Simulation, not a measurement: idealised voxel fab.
The name of this process module is voxel wiring stack.
This is section cut - it's 155 nm across, gridded in 5 nm square cells.
Reading order for cross-sections: top band down to bottom band. Underlying form: a grid of square cells. Band size: one or more rows of cells.
First you get the band's top height and its bottom height, in nm, and then the materials it's made of, left to right, with each width in nm. If you see a single material with "everywhere", that one covers the band edge to edge. "empty" is empty space.
Convention: height 0 is the level below which the wafer, as received, is all one material. The lowest band does not terminate at the bottom but continues downward, represented as "0 nm and below".
A width such as "30..40" changes by the same amount from each row of cells to the next, from the band's top row to its bottom row.
The designation "stayed the same", where it is given for a processing step, indicates that no cell of the cross-section was altered in the course of that step.
The label "Closed void listing" introduces a list of the empty spaces, 8 cells or larger, that have no open way up to the top; each entry in it reads width x height at distance, where the distance is taken from the left edge and all three are stated in nm.
If you see something after the settings on a step's line, that's the simulator's own remark about that step.
The "overlay nm" setting may appear on a step's line; for a step that uses a mask, it gives how far to the right of its planned position the mask lay, and a negative value indicates the left.

**This section lists the process steps that were planned**
| 1 | RECEIVE (material Si) |
| 2 | CONFORMAL_DEP (material SiO2; thk nm 10) |
| 3 | CONFORMAL_DEP (material SiN; thk nm 5) |
| 4 | DIRECTIONAL_DEP (material lowk; thk nm 25) |
| 5 | PATTERN (tone open; mask id METAL_1; material resist; width nm 25; pitch nm 55; thk nm 20; overlay nm 0) |
| 6 | DIRECTIONAL_ETCH (etch materials lowk; depth nm 25) |
| 7 | DIRECTIONAL_ETCH (etch materials SiN; depth nm 5) |
| 8 | STRIP (etch materials resist) |
| 9 | CONFORMAL_DEP (material TiN; thk nm 5) |
| 10 | FILL_DEP (material Ru; thk nm 10) |
| 11 | CMP (height nm 40) |
| 12 | EPI (material Ru; thk nm 5) |
| 13 | FILL_DEP (material SiCN; thk nm 5) |
| 14 | DIRECTIONAL_DEP (material lowk; thk nm 15) |
| 15 | MASKED_ETCH (tone open; mask id PLUG_1; width nm 15; etch materials lowk; depth nm 15; overlay nm 0) |
| 16 | MASKED_ETCH (tone open; mask id PLUG_1; width nm 15; etch materials SiCN; depth nm 5; overlay nm 0) |
| 17 | EPI (material Ru; thk nm 10) |
| 18 | EPI (material Ru; thk nm 10) |
| 19 | DIRECTIONAL_DEP (material TiN; thk nm 5) |
| 20 | DIRECTIONAL_DEP (material W; thk nm 20) |
| 21 | DIRECTIONAL_DEP (material aC; thk nm 15) |
| 22 | PATTERN (tone cover; mask id METAL_2; material resist; width nm 25; pitch nm 55; thk nm 30; overlay nm 0) |
| 23 | DIRECTIONAL_ETCH (etch materials aC; depth nm 15) |
| 24 | STRIP (etch materials resist) |
| 25 | DIRECTIONAL_ETCH (etch materials W; depth nm 20) |
| 26 | DIRECTIONAL_ETCH (etch materials TiN; depth nm 5) |
| 27 | STRIP (etch materials aC) |
| 28 | FILL_DEP (material SiO2; thk nm 5) |
| 29 | CMP (height nm 90) |
| 30 | CONFORMAL_DEP (material SiCN; thk nm 5) |

**Wafer at receipt (post step 1), cross-section**
* 0 nm and below = Si everywhere
* Closed void listing: none

**Cross-sectional image of the first of two wafers at the end of the module, the run having proceeded as planned**
* 95 nm to 90 nm = SiCN everywhere
* 90 nm to 70 nm = SiO2=35, then W=25, then SiO2=30, then W=25, then SiO2=40
* 70 nm to 65 nm = SiO2=35, then TiN=25, then SiO2=30, then TiN=25, then SiO2=40
* 65 nm to 50 nm = lowk=35, then Ru=15, then lowk=105
* 50 nm to 45 nm = SiCN=35, then Ru=15, then SiCN=105
* 45 nm to 40 nm = SiCN=30, then Ru=35, then SiCN=20, then Ru=35, then SiCN=35
* 40 nm to 15 nm = lowk=35, then TiN=5, then Ru=15, then TiN=5, then lowk=30, then TiN=5, then Ru=15, then TiN=5, then lowk=40
* 15 nm to 10 nm = SiN=35, then TiN=25, then SiN=30, then TiN=25, then SiN=40
* 10 nm to 0 nm = SiO2 everywhere
* 0 nm and below = Si everywhere
* Closed void listing: none

**Here is the second of the two wafers cut open at the end of the module - same start, same plan as the first one, but we made one mistake running it**
* 95 nm to 90 nm = SiCN everywhere
* 90 nm to 85 nm = SiO2=35, then TiN=25, then SiO2=30, then TiN=25, then SiO2=40
* 85 nm to 65 nm = Ru everywhere
* 65 nm to 50 nm = TiN everywhere
* 50 nm to 45 nm = SiCN everywhere
* 45 nm to 40 nm = SiCN=30, then Ru=35, then SiCN=20, then Ru=35, then SiCN=35
* 40 nm to 15 nm = lowk=35, then TiN=5, then Ru=15, then TiN=5, then lowk=30, then TiN=5, then Ru=15, then TiN=5, then lowk=40
* 15 nm to 10 nm = SiN=35, then TiN=25, then SiN=30, then TiN=25, then SiN=40
* 10 nm to 0 nm = SiO2 everywhere
* 0 nm and below = Si everywhere
* Closed void listing: none
what went wrong: step 14 ran as: DIRECTIONAL_DEP (material TiN; thk nm 15)
The second wafer ends with more or fewer cells of some materials than the first, per final count: Ru +112, SiCN +3, SiO2 -84, TiN +93, W -40, lowk -84
